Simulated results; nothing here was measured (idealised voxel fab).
process module | voxel local oxidation
cross-section cut | 255 nm wide | cells 5 nm
A cross-section is a grid of square cells, given in bands from the top down. A band is one or more rows of cells.
Each band's line starts with the height of the band's top and of its bottom, in nm. Then come its materials from left to right, each with its width in nm. One material with "throughout" fills the band from edge to edge. "air" is empty space.
Height 0 is the level under which the wafer as received is all one material. The lowest band goes on downwards, as in "0 down".
A width such as "30 to 40" changes by the same amount from each row of cells to the next, from the band's top row to its bottom row.
"no change" after a step means that no cell of the cross-section changed.
closed voids: empty space of 8 cells or more with no open way to the top, each as width x height at its distance from the left edge, in nm
after a step's settings: what the simulator itself notes on the step
overlay nm, on a step with a mask: how far to the right of its planned place the mask lay; to the left if negative
plan
1 op RECEIVE | material Si
2 op OXIDIZE | depth nm 5
3 op CONFORMAL_DEP | material SiN | thk nm 10
4 op PATTERN | tone cover | mask id ACTIVE | material resist | width nm 105 | thk nm 20 | overlay nm 0
5 op DIRECTIONAL_ETCH | etch materials SiN | depth nm 10
6 op STRIP | etch materials resist
7 op SELECTIVE_ETCH | etch materials SiO2 | depth nm 5
8 op OXIDIZE | depth nm 10
9 op STRIP | etch materials SiN
as received, after step 1
  0 down: Si throughout
  closed voids: none
first wafer at the end, as planned
  0 to -5: air 80 | SiO2 95 | air 80
  -5 to -15: SiO2 90 | Si 75 | SiO2 90
  -15 down: Si throughout
  closed voids: none
second wafer at the end: like start, like plan, one mistake
  10 to 0: air 75 | SiN 105 | air 75
  0 to -5: air 80 | SiO2 95 | air 80
  -5 to -15: SiO2 90 | Si 75 | SiO2 90
  -15 down: Si throughout
  closed voids: none
what went wrong: step 9 was left out
at the end the second wafer has, in cells: 42 more of SiN
